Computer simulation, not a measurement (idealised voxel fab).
Module name: voxel self aligned contacts (process module)
This is section cut - it's 205 nm across, gridded in 5 nm square cells.
Throughout this document, each cross-section is represented as a grid of square cells and is presented as a sequence of bands enumerated from the top downward, where a band comprises one or more rows of cells. Band: top and bottom heights (nm) first, top before bottom; then materials from left to right, widths in nm. "throughout" marks a sole material filling the band edge to edge. "blank" denotes empty space. Heights are reckoned from 0. Under this level, the received wafer is all of one material. The bottommost band is open-ended downward, for example "0..down". Per-row width for "30->40": begins at first number (top row of band), ends at second number (bottom row), increment between rows held constant. Where a step carries "changes: none", the cross-section came out of it unchanged, cell for cell. In the "Closed void register" entry, you get each enclosed empty space of 8 cells or more, one with no open way to the top, written width x height at distance, distance from the left edge, in nm. The remark found on a step's line after its settings is issued by the simulator itself and pertains to that step. The optional step-line setting "overlay nm" applies to steps with a mask and quantifies how far to the right of its planned location the mask lay, a negative value indicating leftward placement.
The steps planned for the process are as follows:
1: op RECEIVE | material Si
2: op CONFORMAL_DEP | material SiO2 | thk nm 5
3: op DIRECTIONAL_DEP | material polySi | thk nm 25
4: op DIRECTIONAL_DEP | material SiN | thk nm 20
5: op PATTERN | tone cover | mask id GATE | material resist | width nm 25 | pitch nm 50 | thk nm 15 | overlay nm 0
6: op DIRECTIONAL_ETCH | etch materials SiN | depth nm 20
7: op DIRECTIONAL_ETCH | etch materials polySi | depth nm 25
8: op STRIP | etch materials resist
9: op CONFORMAL_DEP | material SiN | thk nm 5
10: op DIRECTIONAL_ETCH | etch materials SiN | depth nm 5
11: op FILL_DEP | material SiO2 | thk nm 20
12: op CMP | height nm 60
13: op DIRECTIONAL_DEP | material aC | thk nm 15
14: op PATTERN | tone open | mask id CONTACT | material resist | width nm 35 | pitch nm 50 | thk nm 30 | overlay nm 0
15: op DIRECTIONAL_ETCH | etch materials aC | depth nm 15
16: op STRIP | etch materials resist
17: op DIRECTIONAL_ETCH | etch materials SiO2 | depth nm 60
18: op STRIP | etch materials aC
19: op CONFORMAL_DEP | material TiN | thk nm 5
20: op FILL_DEP | material W | thk nm 5
21: op CMP | height nm 60
22: op CONFORMAL_DEP | material SiN | thk nm 5
The following pertains to the first of two wafers, which was processed as planned:
This is the cross-section of the wafer as we received it, i.e. after step 1:
  0..down: Si throughout
  Closed void register: none
The following cross-section depicts the wafer upon completion of step 2:
  5..0: SiO2 throughout
  Below 0 it's all the same as before, nothing changed down there.
The following cross-section depicts the wafer upon completion of step 3:
  30..5: polySi throughout
  Below 5 it's all the same as before, nothing changed down there.
The following cross-section depicts the wafer upon completion of step 4:
  50..30: SiN throughout
  Below 30 it's all the same as before, nothing changed down there.
The following cross-section depicts the wafer upon completion of step 5:
  65..50: 40 nm blank; 25 nm resist; 25 nm blank; 25 nm resist; 25 nm blank; 25 nm resist; 40 nm blank
  Below 50 it's all the same as before, nothing changed down there.
The following cross-section depicts the wafer upon completion of step 6:
  65..50: 40 nm blank; 25 nm resist; 25 nm blank; 25 nm resist; 25 nm blank; 25 nm resist; 40 nm blank
  50..30: 40 nm blank; 25 nm SiN; 25 nm blank; 25 nm SiN; 25 nm blank; 25 nm SiN; 40 nm blank
  Below 30 it's all the same as before, nothing changed down there.
The following cross-section depicts the wafer upon completion of step 7:
  65..50: 40 nm blank; 25 nm resist; 25 nm blank; 25 nm resist; 25 nm blank; 25 nm resist; 40 nm blank
  50..30: 40 nm blank; 25 nm SiN; 25 nm blank; 25 nm SiN; 25 nm blank; 25 nm SiN; 40 nm blank
  30..5: 40 nm blank; 25 nm polySi; 25 nm blank; 25 nm polySi; 25 nm blank; 25 nm polySi; 40 nm blank
  Below 5 it's all the same as before, nothing changed down there.
The following cross-section depicts the wafer upon completion of step 8:
  50..30: 40 nm blank; 25 nm SiN; 25 nm blank; 25 nm SiN; 25 nm blank; 25 nm SiN; 40 nm blank
  Below 30 it's all the same as before, nothing changed down there.
The following cross-section depicts the wafer upon completion of step 9:
  55..30: 35 nm blank; 35 nm SiN; 15 nm blank; 35 nm SiN; 15 nm blank; 35 nm SiN; 35 nm blank
  30..10: 35 nm blank; 5 nm SiN; 25 nm polySi; 5 nm SiN; 15 nm blank; 5 nm SiN; 25 nm polySi; 5 nm SiN; 15 nm blank; 5 nm SiN; 25 nm polySi; 5 nm SiN; 35 nm blank
  10..5: 40 nm SiN; 25 nm polySi; 25 nm SiN; 25 nm polySi; 25 nm SiN; 25 nm polySi; 40 nm SiN
  Below 5 it's all the same as before, nothing changed down there.
The following cross-section depicts the wafer upon completion of step 10:
  50..30: 35 nm blank; 35 nm SiN; 15 nm blank; 35 nm SiN; 15 nm blank; 35 nm SiN; 35 nm blank
  30..5: 35 nm blank; 5 nm SiN; 25 nm polySi; 5 nm SiN; 15 nm blank; 5 nm SiN; 25 nm polySi; 5 nm SiN; 15 nm blank; 5 nm SiN; 25 nm polySi; 5 nm SiN; 35 nm blank
  Below 5 it's all the same as before, nothing changed down there.
The following cross-section depicts the wafer upon completion of step 11:
  70..50: SiO2 throughout
  50..30: 35 nm SiO2; 35 nm SiN; 15 nm SiO2; 35 nm SiN; 15 nm SiO2; 35 nm SiN; 35 nm SiO2
  30..5: 35 nm SiO2; 5 nm SiN; 25 nm polySi; 5 nm SiN; 15 nm SiO2; 5 nm SiN; 25 nm polySi; 5 nm SiN; 15 nm SiO2; 5 nm SiN; 25 nm polySi; 5 nm SiN; 35 nm SiO2
  Below 5 it's all the same as before, nothing changed down there.
The following cross-section depicts the wafer upon completion of step 12:
  60..50: SiO2 throughout
  Below 50 it's all the same as before, nothing changed down there.
The following cross-section depicts the wafer upon completion of step 13:
  75..60: aC throughout
  Below 60 it's all the same as before, nothing changed down there.
The following cross-section depicts the wafer upon completion of step 14:
  105..75: 60 nm resist; 35 nm blank; 15 nm resist; 35 nm blank; 60 nm resist
  Below 75 it's all the same as before, nothing changed down there.
The following cross-section depicts the wafer upon completion of step 15:
  90..75: 60 nm resist; 35 nm blank; 15 nm resist; 35 nm blank; 60 nm resist
  75..60: 60 nm aC; 35 nm blank; 15 nm aC; 35 nm blank; 60 nm aC
  Below 60 it's all the same as before, nothing changed down there.
The following cross-section depicts the wafer upon completion of step 16:
  75..60: 60 nm aC; 35 nm blank; 15 nm aC; 35 nm blank; 60 nm aC
  Below 60 it's all the same as before, nothing changed down there.
The following cross-section depicts the wafer upon completion of step 17:
  75..60: 60 nm aC; 35 nm blank; 15 nm aC; 35 nm blank; 60 nm aC
  60..50: 60 nm SiO2; 35 nm blank; 15 nm SiO2; 35 nm blank; 60 nm SiO2
  50..30: 35 nm SiO2; 35 nm SiN; 15 nm blank; 35 nm SiN; 15 nm blank; 35 nm SiN; 35 nm SiO2
  30..5: 35 nm SiO2; 5 nm SiN; 25 nm polySi; 5 nm SiN; 15 nm blank; 5 nm SiN; 25 nm polySi; 5 nm SiN; 15 nm blank; 5 nm SiN; 25 nm polySi; 5 nm SiN; 35 nm SiO2
  5..0: 70 nm SiO2; 15 nm blank; 35 nm SiO2; 15 nm blank; 70 nm SiO2
  Below 0 it's all the same as before, nothing changed down there.
The following cross-section depicts the wafer upon completion of step 18:
  60..50: 60 nm SiO2; 35 nm blank; 15 nm SiO2; 35 nm blank; 60 nm SiO2
  Below 50 it's all the same as before, nothing changed down there.
The following cross-section depicts the wafer upon completion of step 19:
  65..60: 65 nm TiN; 25 nm blank; 25 nm TiN; 25 nm blank; 65 nm TiN
  60..50: 60 nm SiO2; 5->15 nm TiN; 25->5 nm blank; 5->15 nm TiN; 15 nm SiO2; 5->15 nm TiN; 25->5 nm blank; 5->15 nm TiN; 60 nm SiO2
  50..30: 35 nm SiO2; 35 nm SiN; 5 nm TiN; 5 nm blank; 5 nm TiN; 35 nm SiN; 5 nm TiN; 5 nm blank; 5 nm TiN; 35 nm SiN; 35 nm SiO2
  30..5: 35 nm SiO2; 5 nm SiN; 25 nm polySi; 5 nm SiN; 5 nm TiN; 5 nm blank; 5 nm TiN; 5 nm SiN; 25 nm polySi; 5 nm SiN; 5 nm TiN; 5 nm blank; 5 nm TiN; 5 nm SiN; 25 nm polySi; 5 nm SiN; 35 nm SiO2
  5..0: 70 nm SiO2; 15 nm TiN; 35 nm SiO2; 15 nm TiN; 70 nm SiO2
  Below 0 it's all the same as before, nothing changed down there.
The following cross-section depicts the wafer upon completion of step 20:
  70..65: W throughout
  65..60: 65 nm TiN; 25 nm W; 25 nm TiN; 25 nm W; 65 nm TiN
  60..50: 60 nm SiO2; 5->15 nm TiN; 25->5 nm W; 5->15 nm TiN; 15 nm SiO2; 5->15 nm TiN; 25->5 nm W; 5->15 nm TiN; 60 nm SiO2
  50..30: 35 nm SiO2; 35 nm SiN; 5 nm TiN; 5 nm W; 5 nm TiN; 35 nm SiN; 5 nm TiN; 5 nm W; 5 nm TiN; 35 nm SiN; 35 nm SiO2
  30..5: 35 nm SiO2; 5 nm SiN; 25 nm polySi; 5 nm SiN; 5 nm TiN; 5 nm W; 5 nm TiN; 5 nm SiN; 25 nm polySi; 5 nm SiN; 5 nm TiN; 5 nm W; 5 nm TiN; 5 nm SiN; 25 nm polySi; 5 nm SiN; 35 nm SiO2
  Below 5 it's all the same as before, nothing changed down there.
The following cross-section depicts the wafer upon completion of step 21:
  60..50: 60 nm SiO2; 5->15 nm TiN; 25->5 nm W; 5->15 nm TiN; 15 nm SiO2; 5->15 nm TiN; 25->5 nm W; 5->15 nm TiN; 60 nm SiO2
  Below 50 it's all the same as before, nothing changed down there.
The following cross-section depicts the wafer upon completion of step 22:
  65..60: SiN throughout
  Below 60 it's all the same as before, nothing changed down there.
Second of two: same start, same plan, one run error; steps up to and including 2 match the first:
Cross-section of the second wafer corresponding to the planned conclusion of step 3:
  25..5: SiN throughout
  Below 5 it's all the same as before, nothing changed down there.
Cross-section of the second wafer corresponding to the planned conclusion of step 4:
  50..25: polySi throughout
  Below 25 it's all the same as before, nothing changed down there.
Cross-section of the second wafer corresponding to the planned conclusion of step 5:
  65..50: 40 nm blank; 25 nm resist; 25 nm blank; 25 nm resist; 25 nm blank; 25 nm resist; 40 nm blank
  Below 50 it's all the same as before, nothing changed down there.
Cross-section of the second wafer corresponding to the planned conclusion of step 6: changes: none
Cross-section of the second wafer corresponding to the planned conclusion of step 7:
  65..50: 40 nm blank; 25 nm resist; 25 nm blank; 25 nm resist; 25 nm blank; 25 nm resist; 40 nm blank
  50..25: 40 nm blank; 25 nm polySi; 25 nm blank; 25 nm polySi; 25 nm blank; 25 nm polySi; 40 nm blank
  Below 25 it's all the same as before, nothing changed down there.
Cross-section of the second wafer corresponding to the planned conclusion of step 8:
  50..25: 40 nm blank; 25 nm polySi; 25 nm blank; 25 nm polySi; 25 nm blank; 25 nm polySi; 40 nm blank
  Below 25 it's all the same as before, nothing changed down there.
Cross-section of the second wafer corresponding to the planned conclusion of step 9:
  55..50: 35 nm blank; 35 nm SiN; 15 nm blank; 35 nm SiN; 15 nm blank; 35 nm SiN; 35 nm blank
  50..30: 35 nm blank; 5 nm SiN; 25 nm polySi; 5 nm SiN; 15 nm blank; 5 nm SiN; 25 nm polySi; 5 nm SiN; 15 nm blank; 5 nm SiN; 25 nm polySi; 5 nm SiN; 35 nm blank
  30..25: 40 nm SiN; 25 nm polySi; 25 nm SiN; 25 nm polySi; 25 nm SiN; 25 nm polySi; 40 nm SiN
  Below 25 it's all the same as before, nothing changed down there.
Cross-section of the second wafer corresponding to the planned conclusion of step 10:
  50..25: 35 nm blank; 5 nm SiN; 25 nm polySi; 5 nm SiN; 15 nm blank; 5 nm SiN; 25 nm polySi; 5 nm SiN; 15 nm blank; 5 nm SiN; 25 nm polySi; 5 nm SiN; 35 nm blank
  Below 25 it's all the same as before, nothing changed down there.
Cross-section of the second wafer corresponding to the planned conclusion of step 11:
  70..50: SiO2 throughout
  50..25: 35 nm SiO2; 5 nm SiN; 25 nm polySi; 5 nm SiN; 15 nm SiO2; 5 nm SiN; 25 nm polySi; 5 nm SiN; 15 nm SiO2; 5 nm SiN; 25 nm polySi; 5 nm SiN; 35 nm SiO2
  Below 25 it's all the same as before, nothing changed down there.
Cross-section of the second wafer corresponding to the planned conclusion of step 12:
  60..50: SiO2 throughout
  Below 50 it's all the same as before, nothing changed down there.
Cross-section of the second wafer corresponding to the planned conclusion of step 13:
  75..60: aC throughout
  Below 60 it's all the same as before, nothing changed down there.
Cross-section of the second wafer corresponding to the planned conclusion of step 14:
  105..75: 60 nm resist; 35 nm blank; 15 nm resist; 35 nm blank; 60 nm resist
  Below 75 it's all the same as before, nothing changed down there.
Cross-section of the second wafer corresponding to the planned conclusion of step 15:
  90..75: 60 nm resist; 35 nm blank; 15 nm resist; 35 nm blank; 60 nm resist
  75..60: 60 nm aC; 35 nm blank; 15 nm aC; 35 nm blank; 60 nm aC
  Below 60 it's all the same as before, nothing changed down there.
Cross-section of the second wafer corresponding to the planned conclusion of step 16:
  75..60: 60 nm aC; 35 nm blank; 15 nm aC; 35 nm blank; 60 nm aC
  Below 60 it's all the same as before, nothing changed down there.
Cross-section of the second wafer corresponding to the planned conclusion of step 17:
  75..60: 60 nm aC; 35 nm blank; 15 nm aC; 35 nm blank; 60 nm aC
  60..50: 60 nm SiO2; 35 nm blank; 15 nm SiO2; 35 nm blank; 60 nm SiO2
  50..25: 35 nm SiO2; 5 nm SiN; 25 nm polySi; 5 nm SiN; 15 nm blank; 5 nm SiN; 25 nm polySi; 5 nm SiN; 15 nm blank; 5 nm SiN; 25 nm polySi; 5 nm SiN; 35 nm SiO2
  Below 25 it's all the same as before, nothing changed down there.
Cross-section of the second wafer corresponding to the planned conclusion of step 18:
  60..50: 60 nm SiO2; 35 nm blank; 15 nm SiO2; 35 nm blank; 60 nm SiO2
  Below 50 it's all the same as before, nothing changed down there.
Cross-section of the second wafer corresponding to the planned conclusion of step 19:
  65..60: 65 nm TiN; 25 nm blank; 25 nm TiN; 25 nm blank; 65 nm TiN
  60..50: 60 nm SiO2; 5->15 nm TiN; 25->5 nm blank; 5->15 nm TiN; 15 nm SiO2; 5->15 nm TiN; 25->5 nm blank; 5->15 nm TiN; 60 nm SiO2
  50..30: 35 nm SiO2; 5 nm SiN; 25 nm polySi; 5 nm SiN; 5 nm TiN; 5 nm blank; 5 nm TiN; 5 nm SiN; 25 nm polySi; 5 nm SiN; 5 nm TiN; 5 nm blank; 5 nm TiN; 5 nm SiN; 25 nm polySi; 5 nm SiN; 35 nm SiO2
  30..25: 35 nm SiO2; 5 nm SiN; 25 nm polySi; 5 nm SiN; 15 nm TiN; 5 nm SiN; 25 nm polySi; 5 nm SiN; 15 nm TiN; 5 nm SiN; 25 nm polySi; 5 nm SiN; 35 nm SiO2
  Below 25 it's all the same as before, nothing changed down there.
Cross-section of the second wafer corresponding to the planned conclusion of step 20:
  70..65: W throughout
  65..60: 65 nm TiN; 25 nm W; 25 nm TiN; 25 nm W; 65 nm TiN
  60..50: 60 nm SiO2; 5->15 nm TiN; 25->5 nm W; 5->15 nm TiN; 15 nm SiO2; 5->15 nm TiN; 25->5 nm W; 5->15 nm TiN; 60 nm SiO2
  50..30: 35 nm SiO2; 5 nm SiN; 25 nm polySi; 5 nm SiN; 5 nm TiN; 5 nm W; 5 nm TiN; 5 nm SiN; 25 nm polySi; 5 nm SiN; 5 nm TiN; 5 nm W; 5 nm TiN; 5 nm SiN; 25 nm polySi; 5 nm SiN; 35 nm SiO2
  Below 30 it's all the same as before, nothing changed down there.
Cross-section of the second wafer corresponding to the planned conclusion of step 21:
  60..50: 60 nm SiO2; 5->15 nm TiN; 25->5 nm W; 5->15 nm TiN; 15 nm SiO2; 5->15 nm TiN; 25->5 nm W; 5->15 nm TiN; 60 nm SiO2
  Below 50 it's all the same as before, nothing changed down there.
Cross-section of the second wafer corresponding to the planned conclusion of step 22:
  65..60: SiN throughout
  Below 60 it's all the same as before, nothing changed down there.
Short version of what went wrong: order of steps 3 and 4 inverted relative to the plan
The second wafer ends with more or fewer cells of some materials than the first, per final count: SiN +80 | SiO2 -50 | TiN -20 | W -10
